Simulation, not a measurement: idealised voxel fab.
Herein follows the process module entitled voxel wiring stack.
Cross-section cut spans 265 nm and uses square cells 5 nm in size.
Reading order for cross-sections: top band down to bottom band. Underlying form: a grid of square cells. Band size: one or more rows of cells. Band: top and bottom heights (nm) first, top before bottom; then materials from left to right, widths in nm. "full width" marks a sole material filling the band edge to edge. "empty" denotes empty space. Height is counted from the level 0, under which the received wafer is composed throughout of one material. The lowest of the bands is not closed at the bottom but continues downward, in the notation "0 nm and below". Per-row width for "30 to 40": begins at first number (top row of band), ends at second number (bottom row), increment between rows held constant. What does "remained unchanged" mean for a step? It means no cell of the cross-section changed in that step. Each empty space that has no open way to the top and spans at least 8 cells appears under "Closed voids list" as width x height at distance, the distance counted from the left edge, all in nm. Read whatever lies past the settings on a step's line as the simulator's own remark about the step. The optional step-line setting "overlay nm" applies to steps with a mask and quantifies how far to the right of its planned location the mask lay, a negative value indicating leftward placement. Heads up before you read on: it's before/after pairs around one process step each, after side only down to the lowest band that changed, step plus settings under the pair. Pairs can be from different runs of this module, same starting wafer, so only chain a pair onto the one above if its "Ex-ante state" entry says so.

Ex-ante state
105 nm to 85 nm  lowk: 95  empty: 15  lowk: 30  empty: 15  lowk: 110
85 nm to 80 nm  SiCN: 95  empty: 15  SiCN: 30  empty: 15  SiCN: 110
80 nm to 65 nm  SiO2: 95  TiN: 5  W: 15  TiN: 5  SiO2: 20  TiN: 5  W: 15  TiN: 5  SiO2: 100
65 nm to 60 nm  SiN: 95  TiN: 25  SiN: 20  TiN: 25  SiN: 100
60 nm to 50 nm  SiO2: 95  TiN: 5  Ru: 5  TiN: 5  SiO2: 155
50 nm to 45 nm  SiCN: 95  TiN: 15  SiCN: 155
45 nm to 40 nm  TiN: 100  Cu: 15  TiN: 30  Cu: 15  TiN: 105
40 nm to 20 nm  lowk: 95  TiN: 5  Cu: 15  TiN: 5  lowk: 20  TiN: 5  Cu: 15  TiN: 5  lowk: 100
20 nm to 15 nm  lowk: 95  TiN: 25  lowk: 20  TiN: 25  lowk: 100
15 nm to 0 nm  SiO2 full width
0 nm and below  Si full width
Closed voids list: none

Section, Post-Step
110 nm to 105 nm  TiN: 100  empty: 5  TiN: 40  empty: 5  TiN: 115
105 nm to 85 nm  lowk: 95  TiN: 5  empty: 5  TiN: 5  lowk: 30  TiN: 5  empty: 5  TiN: 5  lowk: 110
85 nm to 80 nm  SiCN: 95  TiN: 15  SiCN: 30  TiN: 15  SiCN: 110
All layers under 80 are left as they were.
Closed voids list: none
So what happened between those two cross-sections up there? CONFORMAL_DEP: material TiN, thk nm 5

Ex-ante state: this step begins from the cross-section that the pair just above shows after its step.

Section, Post-Step
120 nm to 110 nm  W full width
110 nm to 105 nm  TiN: 100  W: 5  TiN: 40  W: 5  TiN: 115
105 nm to 85 nm  lowk: 95  TiN: 5  W: 5  TiN: 5  lowk: 30  TiN: 5  W: 5  TiN: 5  lowk: 110
All layers under 85 are left as they were.
Closed voids list: none
So what happened between those two cross-sections up there? FILL_DEP: material W, thk nm 10

Ex-ante state: this step begins from the cross-section that the pair just above shows after its step.

Section, Post-Step
105 nm to 85 nm  lowk: 95  TiN: 5  W: 5  TiN: 5  lowk: 30  TiN: 5  W: 5  TiN: 5  lowk: 110
All layers under 85 are left as they were.
Closed voids list: none
So what happened between those two cross-sections up there? CMP: height nm 105

Ex-ante state: this step begins from the cross-section that the pair just above shows after its step.

Section, Post-Step
110 nm to 105 nm  SiN full width
All layers under 105 are left as they were.
Closed voids list: none
So what happened between those two cross-sections up there? CONFORMAL_DEP: material SiN, thk nm 5

Ex-ante state: this step begins from the cross-section that the pair just above shows after its step.

Section, Post-Step
130 nm to 110 nm  SiO2 full width
All layers under 110 are left as they were.
Closed voids list: none
So what happened between those two cross-sections up there? DIRECTIONAL_DEP: material SiO2, thk nm 20

Ex-ante state: this step begins from the cross-section that the pair just above shows after its step.

Section, Post-Step
145 nm to 130 nm  aC full width
All layers under 130 are left as they were.
Closed voids list: none
So what happened between those two cross-sections up there? DIRECTIONAL_DEP: material aC, thk nm 15

Ex-ante state: this step begins from the cross-section that the pair just above shows after its step.

Section, Post-Step
175 nm to 145 nm  resist: 95  empty: 25  resist: 20  empty: 25  resist: 100
All layers under 145 are left as they were.
Closed voids list: none
So what happened between those two cross-sections up there? PATTERN: tone open, mask id METAL_3, material resist, width nm 25, pitch nm 45, thk nm 30, overlay nm 0

Ex-ante state: this step begins from the cross-section that the pair just above shows after its step.

Section, Post-Step
160 nm to 145 nm  resist: 95  empty: 25  resist: 20  empty: 25  resist: 100
145 nm to 130 nm  aC: 95  empty: 25  aC: 20  empty: 25  aC: 100
All layers under 130 are left as they were.
Closed voids list: none
So what happened between those two cross-sections up there? DIRECTIONAL_ETCH: etch materials aC, depth nm 15

Ex-ante state: this step begins from the cross-section that the pair just above shows after its step.

Section, Post-Step
145 nm to 130 nm  aC: 95  empty: 25  aC: 20  empty: 25  aC: 100
All layers under 130 are left as they were.
Closed voids list: none
So what happened between those two cross-sections up there? STRIP: etch materials resist

Ex-ante state: this step begins from the cross-section that the pair just above shows after its step.

Section, Post-Step
145 nm to 130 nm  aC: 95  empty: 25  aC: 20  empty: 25  aC: 100
130 nm to 110 nm  SiO2: 95  empty: 25  SiO2: 20  empty: 25  SiO2: 100
All layers under 110 are left as they were.
Closed voids list: none
So what happened between those two cross-sections up there? DIRECTIONAL_ETCH: etch materials SiO2, depth nm 20

Ex-ante state: this step begins from the cross-section that the pair just above shows after its step.

Section, Post-Step
145 nm to 130 nm  aC: 95  empty: 25  aC: 20  empty: 25  aC: 100
130 nm to 110 nm  SiO2: 95  empty: 25  SiO2: 20  empty: 25  SiO2: 100
110 nm to 105 nm  SiN: 95  empty: 25  SiN: 20  empty: 25  SiN: 100
All layers under 105 are left as they were.
Closed voids list: none
So what happened between those two cross-sections up there? DIRECTIONAL_ETCH: etch materials SiN, depth nm 5

Ex-ante state: this step begins from the cross-section that the pair just above shows after its step.

Section, Post-Step
130 nm to 110 nm  SiO2: 95  empty: 25  SiO2: 20  empty: 25  SiO2: 100
All layers under 110 are left as they were.
Closed voids list: none
So what happened between those two cross-sections up there? STRIP: etch materials aC

Ex-ante state: this step begins from the cross-section that the pair just above shows after its step.

Section, Post-Step
135 nm to 130 nm  TiN: 100  empty: 15  TiN: 30  empty: 15  TiN: 105
130 nm to 110 nm  SiO2: 95  TiN: 5  empty: 15  TiN: 5  SiO2: 20  TiN: 5  empty: 15  TiN: 5  SiO2: 100
110 nm to 105 nm  SiN: 95  TiN: 25  SiN: 20  TiN: 25  SiN: 100
All layers under 105 are left as they were.
Closed voids list: none
So what happened between those two cross-sections up there? CONFORMAL_DEP: material TiN, thk nm 5

Ex-ante state: this step begins from the cross-section that the pair just above shows after its step.

Section, Post-Step
145 nm to 135 nm  W full width
135 nm to 130 nm  TiN: 100  W: 15  TiN: 30  W: 15  TiN: 105
130 nm to 110 nm  SiO2: 95  TiN: 5  W: 15  TiN: 5  SiO2: 20  TiN: 5  W: 15  TiN: 5  SiO2: 100
All layers under 110 are left as they were.
Closed voids list: none
So what happened between those two cross-sections up there? FILL_DEP: material W, thk nm 10

Ex-ante state: this step begins from the cross-section that the pair just above shows after its step.

Section, Post-Step
130 nm to 110 nm  SiO2: 95  TiN: 5  W: 15  TiN: 5  SiO2: 20  TiN: 5  W: 15  TiN: 5  SiO2: 100
All layers under 110 are left as they were.
Closed voids list: none
So what happened between those two cross-sections up there? CMP: height nm 130

Ex-ante state: this step begins from the cross-section that the pair just above shows after its step.

Section, Post-Step
135 nm to 130 nm  empty: 90  Ru: 35  empty: 10  Ru: 35  empty: 95
All layers under 130 are left as they were.
Closed voids list: none
So what happened between those two cross-sections up there? EPI: material Ru, thk nm 5

Ex-ante state: this step begins from the cross-section that the pair just above shows after its step.

Section, Post-Step
140 nm to 135 nm  SiCN full width
135 nm to 130 nm  SiCN: 90  Ru: 35  SiCN: 10  Ru: 35  SiCN: 95
All layers under 130 are left as they were.
Closed voids list: none
So what happened between those two cross-sections up there? FILL_DEP: material SiCN, thk nm 5

Ex-ante state
15 nm to 0 nm  SiO2 full width
0 nm and below  Si full width
Closed voids list: none

Section, Post-Step
30 nm to 0 nm  SiO2 full width
All layers under 0 are left as they were.
Closed voids list: none
So what happened between those two cross-sections up there? CONFORMAL_DEP: material SiO2, thk nm 15

Ex-ante state: this step begins from the cross-section that the pair just above shows after its step.

Section, Post-Step
35 nm to 30 nm  SiN full width
All layers under 30 are left as they were.
Closed voids list: none
So what happened between those two cross-sections up there? CONFORMAL_DEP: material SiN, thk nm 5

Ex-ante state: this step begins from the cross-section that the pair just above shows after its step.

Section, Post-Step
60 nm to 35 nm  lowk full width
All layers under 35 are left as they were.
Closed voids list: none
So what happened between those two cross-sections up there? DIRECTIONAL_DEP: material lowk, thk nm 25

Ex-ante state: this step begins from the cross-section that the pair just above shows after its step.

Section, Post-Step
70 nm to 60 nm  aC full width
All layers under 60 are left as they were.
Closed voids list: none
So what happened between those two cross-sections up there? DIRECTIONAL_DEP: material aC, thk nm 10

Ex-ante state: this step begins from the cross-section that the pair just above shows after its step.

Section, Post-Step
95 nm to 70 nm  resist: 95  empty: 25  resist: 20  empty: 25  resist: 100
All layers under 70 are left as they were.
Closed voids list: none
So what happened between those two cross-sections up there? PATTERN: tone open, mask id METAL_1, material resist, width nm 25, pitch nm 45, thk nm 25, overlay nm 0

Ex-ante state: this step begins from the cross-section that the pair just above shows after its step.

Section, Post-Step
85 nm to 70 nm  resist: 95  empty: 25  resist: 20  empty: 25  resist: 100
70 nm to 60 nm  aC: 95  empty: 25  aC: 20  empty: 25  aC: 100
All layers under 60 are left as they were.
Closed voids list: none
So what happened between those two cross-sections up there? DIRECTIONAL_ETCH: etch materials aC, depth nm 10

Ex-ante state: this step begins from the cross-section that the pair just above shows after its step.

Section, Post-Step
70 nm to 60 nm  aC: 95  empty: 25  aC: 20  empty: 25  aC: 100
All layers under 60 are left as they were.
Closed voids list: none
So what happened between those two cross-sections up there? STRIP: etch materials resist

Ex-ante state: this step begins from the cross-section that the pair just above shows after its step.

Section, Post-Step
70 nm to 60 nm  aC: 95  empty: 25  aC: 20  empty: 25  aC: 100
60 nm to 35 nm  lowk: 95  empty: 25  lowk: 20  empty: 25  lowk: 100
All layers under 35 are left as they were.
Closed voids list: none
So what happened between those two cross-sections up there? DIRECTIONAL_ETCH: etch materials lowk, depth nm 25

Ex-ante state: this step begins from the cross-section that the pair just above shows after its step.

Section, Post-Step
70 nm to 60 nm  aC: 95  empty: 25  aC: 20  empty: 25  aC: 100
60 nm to 35 nm  lowk: 95  empty: 25  lowk: 20  empty: 25  lowk: 100
35 nm to 30 nm  SiN: 95  empty: 25  SiN: 20  empty: 25  SiN: 100
All layers under 30 are left as they were.
Closed voids list: none
So what happened between those two cross-sections up there? DIRECTIONAL_ETCH: etch materials SiN, depth nm 5

Ex-ante state: this step begins from the cross-section that the pair just above shows after its step.

Section, Post-Step
60 nm to 35 nm  lowk: 95  empty: 25  lowk: 20  empty: 25  lowk: 100
All layers under 35 are left as they were.
Closed voids list: none
So what happened between those two cross-sections up there? STRIP: etch materials aC

Ex-ante state: this step begins from the cross-section that the pair just above shows after its step.

Section, Post-Step
65 nm to 60 nm  TiN: 100  empty: 15  TiN: 30  empty: 15  TiN: 105
60 nm to 35 nm  lowk: 95  TiN: 5  empty: 15  TiN: 5  lowk: 20  TiN: 5  empty: 15  TiN: 5  lowk: 100
35 nm to 30 nm  SiN: 95  TiN: 25  SiN: 20  TiN: 25  SiN: 100
All layers under 30 are left as they were.
Closed voids list: none
So what happened between those two cross-sections up there? CONFORMAL_DEP: material TiN, thk nm 5

Ex-ante state: this step begins from the cross-section that the pair just above shows after its step.

Section, Post-Step
75 nm to 65 nm  Cu full width
65 nm to 60 nm  TiN: 100  Cu: 15  TiN: 30  Cu: 15  TiN: 105
60 nm to 35 nm  lowk: 95  TiN: 5  Cu: 15  TiN: 5  lowk: 20  TiN: 5  Cu: 15  TiN: 5  lowk: 100
All layers under 35 are left as they were.
Closed voids list: none
So what happened between those two cross-sections up there? FILL_DEP: material Cu, thk nm 10

Ex-ante state: this step begins from the cross-section that the pair just above shows after its step.

Section, Post-Step
45 nm to 35 nm  lowk: 95  TiN: 5  Cu: 15  TiN: 5  lowk: 20  TiN: 5  Cu: 15  TiN: 5  lowk: 100
All layers under 35 are left as they were.
Closed voids list: none
So what happened between those two cross-sections up there? CMP: height nm 45

Ex-ante state: this step begins from the cross-section that the pair just above shows after its step.

Section, Post-Step
50 nm to 45 nm  SiCN full width
All layers under 45 are left as they were.
Closed voids list: none
So what happened between those two cross-sections up there? CONFORMAL_DEP: material SiCN, thk nm 5

Ex-ante state: this step begins from the cross-section that the pair just above shows after its step.

Section, Post-Step
60 nm to 50 nm  SiO2 full width
All layers under 50 are left as they were.
Closed voids list: none
So what happened between those two cross-sections up there? DIRECTIONAL_DEP: material SiO2, thk nm 10

Ex-ante state: this step begins from the cross-section that the pair just above shows after its step.

Section, Post-Step
70 nm to 60 nm  aC full width
All layers under 60 are left as they were.
Closed voids list: none
So what happened between those two cross-sections up there? DIRECTIONAL_DEP: material aC, thk nm 10

Ex-ante state: this step begins from the cross-section that the pair just above shows after its step.

Section, Post-Step
95 nm to 70 nm  resist: 95  empty: 15  resist: 155
All layers under 70 are left as they were.
Closed voids list: none
So what happened between those two cross-sections up there? PATTERN: tone open, mask id PLUG_1, material resist, width nm 15, thk nm 25, overlay nm 0

Ex-ante state: this step begins from the cross-section that the pair just above shows after its step.

Section, Post-Step
85 nm to 70 nm  resist: 95  empty: 15  resist: 155
70 nm to 60 nm  aC: 95  empty: 15  aC: 155
All layers under 60 are left as they were.
Closed voids list: none
So what happened between those two cross-sections up there? DIRECTIONAL_ETCH: etch materials aC, depth nm 10

Ex-ante state: this step begins from the cross-section that the pair just above shows after its step.

Section, Post-Step
70 nm to 60 nm  aC: 95  empty: 15  aC: 155
All layers under 60 are left as they were.
Closed voids list: none
So what happened between those two cross-sections up there? STRIP: etch materials resist

Ex-ante state: this step begins from the cross-section that the pair just above shows after its step.

Section, Post-Step
70 nm to 60 nm  aC: 95  empty: 15  aC: 155
60 nm to 50 nm  SiO2: 95  empty: 15  SiO2: 155
All layers under 50 are left as they were.
Closed voids list: none
So what happened between those two cross-sections up there? DIRECTIONAL_ETCH: etch materials SiO2, depth nm 10

Ex-ante state: this step begins from the cross-section that the pair just above shows after its step.

Section, Post-Step
70 nm to 60 nm  aC: 95  empty: 15  aC: 155
60 nm to 50 nm  SiO2: 95  empty: 15  SiO2: 155
50 nm to 45 nm  SiCN: 95  empty: 15  SiCN: 155
All layers under 45 are left as they were.
Closed voids list: none
So what happened between those two cross-sections up there? DIRECTIONAL_ETCH: etch materials SiCN, depth nm 5

Ex-ante state: this step begins from the cross-section that the pair just above shows after its step.

Section, Post-Step
60 nm to 50 nm  SiO2: 95  empty: 15  SiO2: 155
All layers under 50 are left as they were.
Closed voids list: none
So what happened between those two cross-sections up there? STRIP: etch materials aC

Ex-ante state: this step begins from the cross-section that the pair just above shows after its step.

Section, Post-Step
65 nm to 60 nm  TiN: 100  empty: 5  TiN: 160
60 nm to 50 nm  SiO2: 95  TiN: 5  empty: 5  TiN: 5  SiO2: 155
50 nm to 45 nm  SiCN: 95  TiN: 15  SiCN: 155
All layers under 45 are left as they were.
Closed voids list: none
So what happened between those two cross-sections up there? CONFORMAL_DEP: material TiN, thk nm 5

Ex-ante state: this step begins from the cross-section that the pair just above shows after its step.

Section, Post-Step
75 nm to 65 nm  Ru full width
65 nm to 60 nm  TiN: 100  Ru: 5  TiN: 160
60 nm to 50 nm  SiO2: 95  TiN: 5  Ru: 5  TiN: 5  SiO2: 155
All layers under 50 are left as they were.
Closed voids list: none
So what happened between those two cross-sections up there? FILL_DEP: material Ru, thk nm 10

Ex-ante state: this step begins from the cross-section that the pair just above shows after its step.

Section, Post-Step
60 nm to 50 nm  SiO2: 95  TiN: 5  Ru: 5  TiN: 5  SiO2: 155
All layers under 50 are left as they were.
Closed voids list: none
So what happened between those two cross-sections up there? CMP: height nm 60

Ex-ante state: this step begins from the cross-section that the pair just above shows after its step.

Section, Post-Step
65 nm to 60 nm  SiN full width
All layers under 60 are left as they were.
Closed voids list: none
So what happened between those two cross-sections up there? CONFORMAL_DEP: material SiN, thk nm 5

Ex-ante state: this step begins from the cross-section that the pair just above shows after its step.

Section, Post-Step
80 nm to 65 nm  SiO2 full width
All layers under 65 are left as they were.
Closed voids list: none
So what happened between those two cross-sections up there? DIRECTIONAL_DEP: material SiO2, thk nm 15

Ex-ante state: this step begins from the cross-section that the pair just above shows after its step.

Section, Post-Step
80 nm to 65 nm  SiO2: 95  empty: 25  SiO2: 20  empty: 25  SiO2: 100
All layers under 65 are left as they were.
Closed voids list: none
So what happened between those two cross-sections up there? MASKED_ETCH: tone open, mask id METAL_2, width nm 25, pitch nm 45, etch materials SiO2, depth nm 15, overlay nm 0

Ex-ante state: this step begins from the cross-section that the pair just above shows after its step.

Section, Post-Step
80 nm to 65 nm  SiO2: 95  empty: 25  SiO2: 20  empty: 25  SiO2: 100
65 nm to 60 nm  SiN: 95  empty: 25  SiN: 20  empty: 25  SiN: 100
All layers under 60 are left as they were.
Closed voids list: none
So what happened between those two cross-sections up there? MASKED_ETCH: tone open, mask id METAL_2, width nm 25, pitch nm 45, etch materials SiN, depth nm 5, overlay nm 0

Ex-ante state: this step begins from the cross-section that the pair just above shows after its step.

Section, Post-Step
85 nm to 80 nm  TiN: 100  empty: 15  TiN: 30  empty: 15  TiN: 105
80 nm to 65 nm  SiO2: 95  TiN: 5  empty: 15  TiN: 5  SiO2: 20  TiN: 5  empty: 15  TiN: 5  SiO2: 100
65 nm to 60 nm  SiN: 95  TiN: 25  SiN: 20  TiN: 25  SiN: 100
All layers under 60 are left as they were.
Closed voids list: none
So what happened between those two cross-sections up there? CONFORMAL_DEP: material TiN, thk nm 5

Ex-ante state: this step begins from the cross-section that the pair just above shows after its step.

Section, Post-Step
95 nm to 85 nm  W full width
85 nm to 80 nm  TiN: 100  W: 15  TiN: 30  W: 15  TiN: 105
80 nm to 65 nm  SiO2: 95  TiN: 5  W: 15  TiN: 5  SiO2: 20  TiN: 5  W: 15  TiN: 5  SiO2: 100
All layers under 65 are left as they were.
Closed voids list: none
So what happened between those two cross-sections up there? FILL_DEP: material W, thk nm 10

Ex-ante state: this step begins from the cross-section that the pair just above shows after its step.

Section, Post-Step
80 nm to 65 nm  SiO2: 95  TiN: 5  W: 15  TiN: 5  SiO2: 20  TiN: 5  W: 15  TiN: 5  SiO2: 100
All layers under 65 are left as they were.
Closed voids list: none
So what happened between those two cross-sections up there? CMP: height nm 80

Ex-ante state: this step begins from the cross-section that the pair just above shows after its step.

Section, Post-Step
85 nm to 80 nm  SiCN full width
All layers under 80 are left as they were.
Closed voids list: none
So what happened between those two cross-sections up there? CONFORMAL_DEP: material SiCN, thk nm 5

Ex-ante state: this step begins from the cross-section that the pair just above shows after its step.

Section, Post-Step
105 nm to 85 nm  lowk full width
All layers under 85 are left as they were.
Closed voids list: none
So what happened between those two cross-sections up there? DIRECTIONAL_DEP: material lowk, thk nm 20

Ex-ante state: this step begins from the cross-section that the pair just above shows after its step.

Section, Post-Step
105 nm to 85 nm  lowk: 95  empty: 15  lowk: 30  empty: 15  lowk: 110
All layers under 85 are left as they were.
Closed voids list: none
So what happened between those two cross-sections up there? MASKED_ETCH: tone open, mask id PLUG_2, width nm 15, pitch nm 45, etch materials lowk, depth nm 20, overlay nm 0

Ex-ante state: this step begins from the cross-section that the pair just above shows after its step.

Section, Post-Step
105 nm to 85 nm  lowk: 95  empty: 15  lowk: 30  empty: 15  lowk: 110
85 nm to 80 nm  SiCN: 95  empty: 15  SiCN: 30  empty: 15  SiCN: 110
All layers under 80 are left as they were.
Closed voids list: none
So what happened between those two cross-sections up there? MASKED_ETCH: tone open, mask id PLUG_2, width nm 15, pitch nm 45, etch materials SiCN, depth nm 5, overlay nm 0

Ex-ante state: this step begins from the cross-section that the pair just above shows after its step.

Section, Post-Step
110 nm to 105 nm  TiN: 100  empty: 5  TiN: 40  empty: 5  TiN: 115
105 nm to 85 nm  lowk: 95  TiN: 5  empty: 5  TiN: 5  lowk: 30  TiN: 5  empty: 5  TiN: 5  lowk: 110
85 nm to 80 nm  SiCN: 95  TiN: 15  SiCN: 30  TiN: 15  SiCN: 110
All layers under 80 are left as they were.
Closed voids list: none
So what happened between those two cross-sections up there? CONFORMAL_DEP: material TiN, thk nm 5

Ex-ante state: this step begins from the cross-section that the pair just above shows after its step.

Section, Post-Step
120 nm to 110 nm  W full width
110 nm to 105 nm  TiN: 100  W: 5  TiN: 40  W: 5  TiN: 115
105 nm to 85 nm  lowk: 95  TiN: 5  W: 5  TiN: 5  lowk: 30  TiN: 5  W: 5  TiN: 5  lowk: 110
All layers under 85 are left as they were.
Closed voids list: none
So what happened between those two cross-sections up there? FILL_DEP: material W, thk nm 10

Ex-ante state: this step begins from the cross-section that the pair just above shows after its step.

Section, Post-Step
105 nm to 85 nm  lowk: 95  TiN: 5  W: 5  TiN: 5  lowk: 30  TiN: 5  W: 5  TiN: 5  lowk: 110
All layers under 85 are left as they were.
Closed voids list: none
So what happened between those two cross-sections up there? CMP: height nm 105

Ex-ante state: this step begins from the cross-section that the pair just above shows after its step.

Section, Post-Step
110 nm to 105 nm  SiN full width
All layers under 105 are left as they were.
Closed voids list: none
So what happened between those two cross-sections up there? CONFORMAL_DEP: material SiN, thk nm 5

Ex-ante state: this step begins from the cross-section that the pair just above shows after its step.

Section, Post-Step
130 nm to 110 nm  SiO2 full width
All layers under 110 are left as they were.
Closed voids list: none
So what happened between those two cross-sections up there? DIRECTIONAL_DEP: material SiO2, thk nm 20

Ex-ante state: this step begins from the cross-section that the pair just above shows after its step.

Section, Post-Step
145 nm to 130 nm  aC full width
All layers under 130 are left as they were.
Closed voids list: none
So what happened between those two cross-sections up there? DIRECTIONAL_DEP: material aC, thk nm 15

Ex-ante state: this step begins from the cross-section that the pair just above shows after its step.

Section, Post-Step
175 nm to 145 nm  resist: 95  empty: 25  resist: 20  empty: 25  resist: 100
All layers under 145 are left as they were.
Closed voids list: none
So what happened between those two cross-sections up there? PATTERN: tone open, mask id METAL_3, material resist, width nm 25, pitch nm 45, thk nm 30, overlay nm 0

Ex-ante state: this step begins from the cross-section that the pair just above shows after its step.

Section, Post-Step
160 nm to 145 nm  resist: 95  empty: 25  resist: 20  empty: 25  resist: 100
145 nm to 130 nm  aC: 95  empty: 25  aC: 20  empty: 25  aC: 100
All layers under 130 are left as they were.
Closed voids list: none
So what happened between those two cross-sections up there? DIRECTIONAL_ETCH: etch materials aC, depth nm 15

Ex-ante state: this step begins from the cross-section that the pair just above shows after its step.

Section, Post-Step
145 nm to 130 nm  aC: 95  empty: 25  aC: 20  empty: 25  aC: 100
All layers under 130 are left as they were.
Closed voids list: none
So what happened between those two cross-sections up there? STRIP: etch materials resist

Ex-ante state: this step begins from the cross-section that the pair just above shows after its step.

Section, Post-Step
145 nm to 130 nm  aC: 95  empty: 25  aC: 20  empty: 25  aC: 100
130 nm to 110 nm  SiO2: 95  empty: 25  SiO2: 20  empty: 25  SiO2: 100
All layers under 110 are left as they were.
Closed voids list: none
So what happened between those two cross-sections up there? DIRECTIONAL_ETCH: etch materials SiO2, depth nm 20

Ex-ante state: this step begins from the cross-section that the pair just above shows after its step.

Section, Post-Step
145 nm to 130 nm  aC: 95  empty: 25  aC: 20  empty: 25  aC: 100
130 nm to 110 nm  SiO2: 95  empty: 25  SiO2: 20  empty: 25  SiO2: 100
110 nm to 105 nm  SiN: 95  empty: 25  SiN: 20  empty: 25  SiN: 100
All layers under 105 are left as they were.
Closed voids list: none
So what happened between those two cross-sections up there? DIRECTIONAL_ETCH: etch materials SiN, depth nm 5

Ex-ante state: this step begins from the cross-section that the pair just above shows after its step.

Section, Post-Step
130 nm to 110 nm  SiO2: 95  empty: 25  SiO2: 20  empty: 25  SiO2: 100
All layers under 110 are left as they were.
Closed voids list: none
So what happened between those two cross-sections up there? STRIP: etch materials aC

Ex-ante state: this step begins from the cross-section that the pair just above shows after its step.

Section, Post-Step
135 nm to 130 nm  TiN: 100  empty: 15  TiN: 30  empty: 15  TiN: 105
130 nm to 110 nm  SiO2: 95  TiN: 5  empty: 15  TiN: 5  SiO2: 20  TiN: 5  empty: 15  TiN: 5  SiO2: 100
110 nm to 105 nm  SiN: 95  TiN: 25  SiN: 20  TiN: 25  SiN: 100
All layers under 105 are left as they were.
Closed voids list: none
So what happened between those two cross-sections up there? CONFORMAL_DEP: material TiN, thk nm 5

Ex-ante state: this step begins from the cross-section that the pair just above shows after its step.

Section, Post-Step
145 nm to 135 nm  W full width
135 nm to 130 nm  TiN: 100  W: 15  TiN: 30  W: 15  TiN: 105
130 nm to 110 nm  SiO2: 95  TiN: 5  W: 15  TiN: 5  SiO2: 20  TiN: 5  W: 15  TiN: 5  SiO2: 100
All layers under 110 are left as they were.
Closed voids list: none
So what happened between those two cross-sections up there? FILL_DEP: material W, thk nm 10

Ex-ante state: this step begins from the cross-section that the pair just above shows after its step.

Section, Post-Step
130 nm to 110 nm  SiO2: 95  TiN: 5  W: 15  TiN: 5  SiO2: 20  TiN: 5  W: 15  TiN: 5  SiO2: 100
All layers under 110 are left as they were.
Closed voids list: none
So what happened between those two cross-sections up there? CMP: height nm 130

Ex-ante state: this step begins from the cross-section that the pair just above shows after its step.

Section, Post-Step
135 nm to 130 nm  empty: 90  Ru: 35  empty: 10  Ru: 35  empty: 95
All layers under 130 are left as they were.
Closed voids list: none
So what happened between those two cross-sections up there? EPI: material Ru, thk nm 5

Ex-ante state: this step begins from the cross-section that the pair just above shows after its step.

Section, Post-Step
140 nm to 135 nm  SiCN full width
135 nm to 130 nm  SiCN: 90  Ru: 35  SiCN: 10  Ru: 35  SiCN: 95
All layers under 130 are left as they were.
Closed voids list: none
So what happened between those two cross-sections up there? FILL_DEP: material SiCN, thk nm 5

Ex-ante state
105 nm to 85 nm  lowk: 95  TiN: 5  W: 5  TiN: 5  lowk: 30  TiN: 5  W: 5  TiN: 5  lowk: 110
85 nm to 80 nm  SiCN: 95  TiN: 15  SiCN: 30  TiN: 15  SiCN: 110
80 nm to 65 nm  SiO2: 95  TiN: 5  W: 15  TiN: 5  SiO2: 20  TiN: 5  W: 15  TiN: 5  SiO2: 100
65 nm to 60 nm  SiN: 95  TiN: 25  SiN: 20  TiN: 25  SiN: 100
60 nm to 50 nm  SiO2: 95  TiN: 5  Ru: 5  TiN: 5  SiO2: 155
50 nm to 45 nm  SiCN: 95  TiN: 15  SiCN: 155
45 nm to 20 nm  lowk: 95  TiN: 5  Cu: 15  TiN: 5  lowk: 20  TiN: 5  Cu: 15  TiN: 5  lowk: 100
20 nm to 15 nm  SiN: 95  TiN: 25  SiN: 20  TiN: 25  SiN: 100
15 nm to 0 nm  SiO2 full width
0 nm and below  Si full width
Closed voids list: none

Section, Post-Step
125 nm to 105 nm  SiO2 full width
All layers under 105 are left as they were.
Closed voids list: none
So what happened between those two cross-sections up there? DIRECTIONAL_DEP: material SiO2, thk nm 20

Ex-ante state: this step begins from the cross-section that the pair just above shows after its step.

Section, Post-Step
130 nm to 125 nm  SiN full width
All layers under 125 are left as they were.
Closed voids list: none
So what happened between those two cross-sections up there? CONFORMAL_DEP: material SiN, thk nm 5

Ex-ante state: this step begins from the cross-section that the pair just above shows after its step.

Section, Post-Step
145 nm to 130 nm  aC full width
All layers under 130 are left as they were.
Closed voids list: none
So what happened between those two cross-sections up there? DIRECTIONAL_DEP: material aC, thk nm 15

Ex-ante state: this step begins from the cross-section that the pair just above shows after its step.

Section, Post-Step
175 nm to 145 nm  resist: 95  empty: 25  resist: 20  empty: 25  resist: 100
All layers under 145 are left as they were.
Closed voids list: none
So what happened between those two cross-sections up there? PATTERN: tone open, mask id METAL_3, material resist, width nm 25, pitch nm 45, thk nm 30, overlay nm 0

Ex-ante state: this step begins from the cross-section that the pair just above shows after its step.

Section, Post-Step
160 nm to 145 nm  resist: 95  empty: 25  resist: 20  empty: 25  resist: 100
145 nm to 130 nm  aC: 95  empty: 25  aC: 20  empty: 25  aC: 100
All layers under 130 are left as they were.
Closed voids list: none
So what happened between those two cross-sections up there? DIRECTIONAL_ETCH: etch materials aC, depth nm 15

Ex-ante state: this step begins from the cross-section that the pair just above shows after its step.

Section, Post-Step
145 nm to 130 nm  aC: 95  empty: 25  aC: 20  empty: 25  aC: 100
All layers under 130 are left as they were.
Closed voids list: none
So what happened between those two cross-sections up there? STRIP: etch materials resist

Ex-ante state: this step begins from the cross-section that the pair just above shows after its step.

Section, Post-Step
145 nm to 130 nm  aC: 95  empty: 25  aC: 20  empty: 25  aC: 100
130 nm to 125 nm  SiN: 95  empty: 25  SiN: 20  empty: 25  SiN: 100
All layers under 125 are left as they were.
Closed voids list: none
So what happened between those two cross-sections up there? DIRECTIONAL_ETCH: etch materials SiN, depth nm 5

Ex-ante state: this step begins from the cross-section that the pair just above shows after its step.

Section, Post-Step
130 nm to 125 nm  SiN: 95  empty: 25  SiN: 20  empty: 25  SiN: 100
All layers under 125 are left as they were.
Closed voids list: none
So what happened between those two cross-sections up there? STRIP: etch materials aC

Ex-ante state: this step begins from the cross-section that the pair just above shows after its step.

Section, Post-Step
135 nm to 130 nm  TiN: 100  empty: 15  TiN: 30  empty: 15  TiN: 105
130 nm to 125 nm  SiN: 95  TiN: 25  SiN: 20  TiN: 25  SiN: 100
All layers under 125 are left as they were.
Closed voids list: none
So what happened between those two cross-sections up there? CONFORMAL_DEP: material TiN, thk nm 5

Ex-ante state: this step begins from the cross-section that the pair just above shows after its step.

Section, Post-Step
145 nm to 135 nm  W full width
135 nm to 130 nm  TiN: 100  W: 15  TiN: 30  W: 15  TiN: 105
All layers under 130 are left as they were.
Closed voids list: none
So what happened between those two cross-sections up there? FILL_DEP: material W, thk nm 10
